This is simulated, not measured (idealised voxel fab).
The document below concerns the process module designated voxel self aligned contacts.
FYI the section here is cut, 290 nm wide, cells are 5 nm squares.
Cross-section layout: square cells on a grid; listed as bands, top to bottom; a band spans one or more cell rows. Within each band entry, the heights of the top and of the bottom of the band appear first, in that order and in nm; the materials of the band then follow from left to right, each with its corresponding width in nm. The designation "throughout" on a single material indicates that it fills the band from edge to edge; the designation "empty" indicates empty space. Below 0: as-received wafer, all one material; heights counted from there. Lowest band: no bottom, goes on down, written "top 0, no bottom". A two-number width, for instance "30->40", indicates that the width is equal to the first number in the top row of the band and to the second number in the bottom row, and that it changes by a constant amount per row of cells. "identical to before" means the step left every cell of the cross-section as it was. The list in "Closed internal voids" covers empty spaces of 8 cells or more that cannot reach the top through any open way, and it gives each as width x height at distance; the distance is from the left edge, and width, height and distance are in nm. It should be noted that, on the line of a given step, the content following the step's settings is a remark produced by the simulator itself with respect to that step. When a step includes a mask, the "overlay nm" setting on its line states how far to the right of its planned place that mask lay, and negative values state how far to the left. Quick note on how to read the rest: it's all pairs. You get the cross-section before a process step and the one after, but the after one only goes down as far as the lowest band that changed. The step in between, with its settings, sits under the pair. Heads up, the pairs can come from different runs of this module on the same starting wafer, so don't assume a pair picks up from the one above unless its "Pre-process state" entry says it does.

Pre-process state:
- top 75, bottom 60: resist=110, then empty=65, then resist=115
- top 60, bottom 50: SiO2 throughout
- top 50, bottom 35: SiO2=85, then SiN=45, then SiO2=25, then SiN=45, then SiO2=90
- top 35, bottom 5: SiO2=85, then SiN=5, then polySi=35, then SiN=5, then SiO2=25, then SiN=5, then polySi=35, then SiN=5, then SiO2=90
- top 5, bottom 0: SiO2 throughout
- top 0, no bottom: Si throughout
- Closed internal voids: none

After:
- top 75, bottom 60: resist=110, then empty=65, then resist=115
- top 60, bottom 50: SiO2=110, then empty=65, then SiO2=115
- top 50, bottom 35: SiO2=85, then SiN=45, then empty=25, then SiN=45, then SiO2=90
- top 35, bottom 5: SiO2=85, then SiN=5, then polySi=35, then SiN=5, then empty=25, then SiN=5, then polySi=35, then SiN=5, then SiO2=90
- top 5, bottom 0: SiO2=130, then empty=25, then SiO2=135
- Below 0 it's all the same as before, nothing changed down there.
- Closed internal voids: none
Link between the two cross-sections above: DIRECTIONAL_ETCH,etch materials SiO2,depth nm 60

Pre-process state: taken from the pair above, after panel.

After:
- top 60, bottom 50: SiO2=110, then empty=65, then SiO2=115
- Below 50 it's all the same as before, nothing changed down there.
- Closed internal voids: none
Link between the two cross-sections above: STRIP,etch materials resist

Pre-process state: taken from the pair above, after panel.

After:
- top 65, bottom 60: TiN=115, then empty=55, then TiN=120
- top 60, bottom 50: SiO2=110, then TiN=5->25, then empty=55->15, then TiN=5->25, then SiO2=115
- top 50, bottom 35: SiO2=85, then SiN=45, then TiN=5, then empty=15, then TiN=5, then SiN=45, then SiO2=90
- top 35, bottom 5: SiO2=85, then SiN=5, then polySi=35, then SiN=5, then TiN=5, then empty=15, then TiN=5, then SiN=5, then polySi=35, then SiN=5, then SiO2=90
- top 5, bottom 0: SiO2=130, then TiN=25, then SiO2=135
- Below 0 it's all the same as before, nothing changed down there.
- Closed internal voids: none
Link between the two cross-sections above: CONFORMAL_DEP,material TiN,thk nm 5

Pre-process state: taken from the pair above, after panel.

After:
- top 75, bottom 65: W throughout
- top 65, bottom 60: TiN=115, then W=55, then TiN=120
- top 60, bottom 50: SiO2=110, then TiN=5->25, then W=55->15, then TiN=5->25, then SiO2=115
- top 50, bottom 35: SiO2=85, then SiN=45, then TiN=5, then W=15, then TiN=5, then SiN=45, then SiO2=90
- top 35, bottom 5: SiO2=85, then SiN=5, then polySi=35, then SiN=5, then TiN=5, then W=15, then TiN=5, then SiN=5, then polySi=35, then SiN=5, then SiO2=90
- Below 5 it's all the same as before, nothing changed down there.
- Closed internal voids: none
Link between the two cross-sections above: FILL_DEP,material W,thk nm 10

Pre-process state: taken from the pair above, after panel.

After:
- top 60, bottom 50: SiO2=110, then TiN=5->25, then W=55->15, then TiN=5->25, then SiO2=115
- Below 50 it's all the same as before, nothing changed down there.
- Closed internal voids: none
Link between the two cross-sections above: CMP,height nm 60

Pre-process state: taken from the pair above, after panel.

After:
- top 65, bottom 60: SiN throughout
- Below 60 it's all the same as before, nothing changed down there.
- Closed internal voids: none
Link between the two cross-sections above: CONFORMAL_DEP,material SiN,thk nm 5

Pre-process state:
- top 60, bottom 50: SiO2 throughout
- top 50, bottom 35: SiO2=85, then SiN=45, then SiO2=25, then SiN=45, then SiO2=90
- top 35, bottom 5: SiO2=85, then SiN=5, then polySi=35, then SiN=5, then SiO2=25, then SiN=5, then polySi=35, then SiN=5, then SiO2=90
- top 5, bottom 0: SiO2 throughout
- top 0, no bottom: Si throughout
- Closed internal voids: none

After:
- top 75, bottom 60: resist=120, then empty=55, then resist=115
- Below 60 it's all the same as before, nothing changed down there.
- Closed internal voids: none
Link between the two cross-sections above: PATTERN,tone open,mask id CONTACT,material resist,width nm 55,thk nm 15,overlay nm 5

Pre-process state: taken from the pair above, after panel.

After:
- top 75, bottom 60: resist=120, then empty=55, then resist=115
- top 60, bottom 50: SiO2=120, then empty=55, then SiO2=115
- top 50, bottom 35: SiO2=85, then SiN=45, then empty=25, then SiN=45, then SiO2=90
- top 35, bottom 5: SiO2=85, then SiN=5, then polySi=35, then SiN=5, then empty=25, then SiN=5, then polySi=35, then SiN=5, then SiO2=90
- top 5, bottom 0: SiO2=130, then empty=25, then SiO2=135
- Below 0 it's all the same as before, nothing changed down there.
- Closed internal voids: none
Link between the two cross-sections above: DIRECTIONAL_ETCH,etch materials SiO2,depth nm 60

Pre-process state: taken from the pair above, after panel.

After:
- top 60, bottom 50: SiO2=120, then empty=55, then SiO2=115
- Below 50 it's all the same as before, nothing changed down there.
- Closed internal voids: none
Link between the two cross-sections above: STRIP,etch materials resist

Pre-process state: taken from the pair above, after panel.

After:
- top 65, bottom 60: TiN=125, then empty=45, then TiN=120
- top 60, bottom 50: SiO2=120, then TiN=5->15, then empty=45->15, then TiN=5->25, then SiO2=115
- top 50, bottom 35: SiO2=85, then SiN=45, then TiN=5, then empty=15, then TiN=5, then SiN=45, then SiO2=90
- top 35, bottom 5: SiO2=85, then SiN=5, then polySi=35, then SiN=5, then TiN=5, then empty=15, then TiN=5, then SiN=5, then polySi=35, then SiN=5, then SiO2=90
- top 5, bottom 0: SiO2=130, then TiN=25, then SiO2=135
- Below 0 it's all the same as before, nothing changed down there.
- Closed internal voids: none
Link between the two cross-sections above: CONFORMAL_DEP,material TiN,thk nm 5

Pre-process state: taken from the pair above, after panel.

After:
- top 75, bottom 65: W throughout
- top 65, bottom 60: TiN=125, then W=45, then TiN=120
- top 60, bottom 50: SiO2=120, then TiN=5->15, then W=45->15, then TiN=5->25, then SiO2=115
- top 50, bottom 35: SiO2=85, then SiN=45, then TiN=5, then W=15, then TiN=5, then SiN=45, then SiO2=90
- top 35, bottom 5: SiO2=85, then SiN=5, then polySi=35, then SiN=5, then TiN=5, then W=15, then TiN=5, then SiN=5, then polySi=35, then SiN=5, then SiO2=90
- Below 5 it's all the same as before, nothing changed down there.
- Closed internal voids: none
Link between the two cross-sections above: FILL_DEP,material W,thk nm 10

Pre-process state: taken from the pair above, after panel.

After:
- top 60, bottom 50: SiO2=120, then TiN=5->15, then W=45->15, then TiN=5->25, then SiO2=115
- Below 50 it's all the same as before, nothing changed down there.
- Closed internal voids: none
Link between the two cross-sections above: CMP,height nm 60

Pre-process state: taken from the pair above, after panel.

After:
- top 65, bottom 60: SiN throughout
- Below 60 it's all the same as before, nothing changed down there.
- Closed internal voids: none
Link between the two cross-sections above: CONFORMAL_DEP,material SiN,thk nm 5

Pre-process state:
- top 5, bottom 0: SiO2 throughout
- top 0, no bottom: Si throughout
- Closed internal voids: none

After:
- top 35, bottom 5: SiN throughout
- Below 5 it's all the same as before, nothing changed down there.
- Closed internal voids: none
Link between the two cross-sections above: DIRECTIONAL_DEP,material SiN,thk nm 30

Pre-process state: taken from the pair above, after panel.

After:
- top 50, bottom 5: SiN throughout
- Below 5 it's all the same as before, nothing changed down there.
- Closed internal voids: none
Link between the two cross-sections above: DIRECTIONAL_DEP,material SiN,thk nm 15

Pre-process state: taken from the pair above, after panel.

After:
- top 60, bottom 50: aC throughout
- Below 50 it's all the same as before, nothing changed down there.
- Closed internal voids: none
Link between the two cross-sections above: DIRECTIONAL_DEP,material aC,thk nm 10

Pre-process state: taken from the pair above, after panel.

After:
- top 85, bottom 60: empty=90, then resist=35, then empty=35, then resist=35, then empty=95
- Below 60 it's all the same as before, nothing changed down there.
- Closed internal voids: none
Link between the two cross-sections above: PATTERN,tone cover,mask id GATE,material resist,width nm 35,pitch nm 70,thk nm 25,overlay nm 0

Pre-process state: taken from the pair above, after panel.

After:
- top 75, bottom 60: empty=90, then resist=35, then empty=35, then resist=35, then empty=95
- top 60, bottom 50: empty=90, then aC=35, then empty=35, then aC=35, then empty=95
- Below 50 it's all the same as before, nothing changed down there.
- Closed internal voids: none
Link between the two cross-sections above: DIRECTIONAL_ETCH,etch materials aC,depth nm 10

Pre-process state: taken from the pair above, after panel.

After:
- top 60, bottom 50: empty=90, then aC=35, then empty=35, then aC=35, then empty=95
- Below 50 it's all the same as before, nothing changed down there.
- Closed internal voids: none
Link between the two cross-sections above: STRIP,etch materials resist

Pre-process state: taken from the pair above, after panel.

After:
- top 60, bottom 50: empty=90, then aC=35, then empty=35, then aC=35, then empty=95
- top 50, bottom 35: empty=90, then SiN=35, then empty=35, then SiN=35, then empty=95
- Below 35 it's all the same as before, nothing changed down there.
- Closed internal voids: none
Link between the two cross-sections above: DIRECTIONAL_ETCH,etch materials SiN,depth nm 15

Pre-process state: taken from the pair above, after panel.

After:
- top 50, bottom 35: empty=90, then SiN=35, then empty=35, then SiN=35, then empty=95
- Below 35 it's all the same as before, nothing changed down there.
- Closed internal voids: none
Link between the two cross-sections above: STRIP,etch materials aC

Pre-process state: taken from the pair above, after panel.

After:
- top 55, bottom 40: empty=85, then SiN=45, then empty=25, then SiN=45, then empty=90
- top 40, bottom 5: SiN throughout
- Below 5 it's all the same as before, nothing changed down there.
- Closed internal voids: none
Link between the two cross-sections above: CONFORMAL_DEP,material SiN,thk nm 5

Pre-process state: taken from the pair above, after panel.

After:
- top 50, bottom 35: empty=85, then SiN=45, then empty=25, then SiN=45, then empty=90
- Below 35 it's all the same as before, nothing changed down there.
- Closed internal voids: none
Link between the two cross-sections above: DIRECTIONAL_ETCH,etch materials SiN,depth nm 5

Pre-process state: taken from the pair above, after panel.

After:
- top 65, bottom 50: SiO2 throughout
- top 50, bottom 35: SiO2=85, then SiN=45, then SiO2=25, then SiN=45, then SiO2=90
- Below 35 it's all the same as before, nothing changed down there.
- Closed internal voids: none
Link between the two cross-sections above: FILL_DEP,material SiO2,thk nm 15

Pre-process state: taken from the pair above, after panel.

After:
- top 60, bottom 50: SiO2 throughout
- Below 50 it's all the same as before, nothing changed down there.
- Closed internal voids: none
Link between the two cross-sections above: CMP,height nm 60

Pre-process state: taken from the pair above, after panel.

After:
- top 75, bottom 60: resist=115, then empty=55, then resist=120
- Below 60 it's all the same as before, nothing changed down there.
- Closed internal voids: none
Link between the two cross-sections above: PATTERN,tone open,mask id CONTACT,material resist,width nm 55,thk nm 15,overlay nm 0

Pre-process state: taken from the pair above, after panel.

After:
- top 75, bottom 60: resist=115, then empty=55, then resist=120
- top 60, bottom 50: SiO2=115, then empty=55, then SiO2=120
- top 50, bottom 35: SiO2=85, then SiN=45, then empty=25, then SiN=45, then SiO2=90
- Below 35 it's all the same as before, nothing changed down there.
- Closed internal voids: none
Link between the two cross-sections above: DIRECTIONAL_ETCH,etch materials SiO2,depth nm 60

Pre-process state: taken from the pair above, after panel.

After:
- top 60, bottom 50: SiO2=115, then empty=55, then SiO2=120
- Below 50 it's all the same as before, nothing changed down there.
- Closed internal voids: none
Link between the two cross-sections above: STRIP,etch materials resist

Pre-process state: taken from the pair above, after panel.

After:
- top 65, bottom 60: TiN=120, then empty=45, then TiN=125
- top 60, bottom 50: SiO2=115, then TiN=5->20, then empty=45->15, then TiN=5->20, then SiO2=120
- top 50, bottom 40: SiO2=85, then SiN=45, then TiN=5, then empty=15, then TiN=5, then SiN=45, then SiO2=90
- top 40, bottom 35: SiO2=85, then SiN=45, then TiN=25, then SiN=45, then SiO2=90
- Below 35 it's all the same as before, nothing changed down there.
- Closed internal voids: none
Link between the two cross-sections above: CONFORMAL_DEP,material TiN,thk nm 5

Pre-process state: taken from the pair above, after panel.

After:
- top 75, bottom 65: W throughout
- top 65, bottom 60: TiN=120, then W=45, then TiN=125
- top 60, bottom 50: SiO2=115, then TiN=5->20, then W=45->15, then TiN=5->20, then SiO2=120
- top 50, bottom 40: SiO2=85, then SiN=45, then TiN=5, then W=15, then TiN=5, then SiN=45, then SiO2=90
- Below 40 it's all the same as before, nothing changed down there.
- Closed internal voids: none
Link between the two cross-sections above: FILL_DEP,material W,thk nm 10

Pre-process state: taken from the pair above, after panel.

After:
- top 60, bottom 50: SiO2=115, then TiN=5->20, then W=45->15, then TiN=5->20, then SiO2=120
- Below 50 it's all the same as before, nothing changed down there.
- Closed internal voids: none
Link between the two cross-sections above: CMP,height nm 60

Pre-process state: taken from the pair above, after panel.

After:
- top 65, bottom 60: SiN throughout
- Below 60 it's all the same as before, nothing changed down there.
- Closed internal voids: none
Link between the two cross-sections above: CONFORMAL_DEP,material SiN,thk nm 5

Pre-process state:
- top 60, bottom 50: SiO2 throughout
- top 50, bottom 35: SiO2=85, then SiN=45, then SiO2=25, then SiN=45, then SiO2=90
- top 35, bottom 5: SiO2=85, then SiN=5, then polySi=35, then SiN=5, then SiO2=25, then SiN=5, then polySi=35, then SiN=5, then SiO2=90
- top 5, bottom 0: SiO2 throughout
- top 0, no bottom: Si throughout
- Closed internal voids: none

After:
- top 75, bottom 60: empty=115, then resist=55, then empty=120
- Below 60 it's all the same as before, nothing changed down there.
- Closed internal voids: none
Link between the two cross-sections above: PATTERN,tone cover,mask id CONTACT,material resist,width nm 55,thk nm 15,overlay nm 0

Pre-process state: taken from the pair above, after panel.

After:
- top 75, bottom 60: empty=115, then resist=55, then empty=120
- top 60, bottom 50: empty=115, then SiO2=55, then empty=120
- top 50, bottom 35: empty=85, then SiN=45, then SiO2=25, then SiN=45, then empty=90
- top 35, bottom 5: empty=85, then SiN=5, then polySi=35, then SiN=5, then SiO2=25, then SiN=5, then polySi=35, then SiN=5, then empty=90
- top 5, bottom 0: empty=85, then SiO2=115, then empty=90
- Below 0 it's all the same as before, nothing changed down there.
- Closed internal voids: none
Link between the two cross-sections above: DIRECTIONAL_ETCH,etch materials SiO2,depth nm 60

Pre-process state: taken from the pair above, after panel.

After:
- top 60, bottom 50: empty=115, then SiO2=55, then empty=120
- Below 50 it's all the same as before, nothing changed down there.
- Closed internal voids: none
Link between the two cross-sections above: STRIP,etch materials resist

Pre-process state: taken from the pair above, after panel.

After:
- top 65, bottom 60: empty=110, then TiN=65, then empty=115
- top 60, bottom 50: empty=110->80, then TiN=5->35, then SiO2=55, then TiN=5->35, then empty=115->85
- top 50, bottom 35: empty=80, then TiN=5, then SiN=45, then SiO2=25, then SiN=45, then TiN=5, then empty=85
- top 35, bottom 5: empty=80, then TiN=5, then SiN=5, then polySi=35, then SiN=5, then SiO2=25, then SiN=5, then polySi=35, then SiN=5, then TiN=5, then empty=85
- top 5, bottom 0: TiN=85, then SiO2=115, then TiN=90
- Below 0 it's all the same as before, nothing changed down there.
- Closed internal voids: none
Link between the two cross-sections above: CONFORMAL_DEP,material TiN,thk nm 5

Pre-process state: taken from the pair above, after panel.

After:
- top 75, bottom 65: W throughout
- top 65, bottom 60: W=110, then TiN=65, then W=115
- top 60, bottom 50: W=110->80, then TiN=5->35, then SiO2=55, then TiN=5->35, then W=115->85
- top 50, bottom 35: W=80, then TiN=5, then SiN=45, then SiO2=25, then SiN=45, then TiN=5, then W=85
- top 35, bottom 5: W=80, then TiN=5, then SiN=5, then polySi=35, then SiN=5, then SiO2=25, then SiN=5, then polySi=35, then SiN=5, then TiN=5, then W=85
- Below 5 it's all the same as before, nothing changed down there.
- Closed internal voids: none
Link between the two cross-sections above: FILL_DEP,material W,thk nm 10

Pre-process state: taken from the pair above, after panel.

After:
- top 60, bottom 50: W=110->80, then TiN=5->35, then SiO2=55, then TiN=5->35, then W=115->85
- Below 50 it's all the same as before, nothing changed down there.
- Closed internal voids: none
Link between the two cross-sections above: CMP,height nm 60

Pre-process state: taken from the pair above, after panel.

After:
- top 65, bottom 60: SiN throughout
- Below 60 it's all the same as before, nothing changed down there.
- Closed internal voids: none
Link between the two cross-sections above: CONFORMAL_DEP,material SiN,thk nm 5
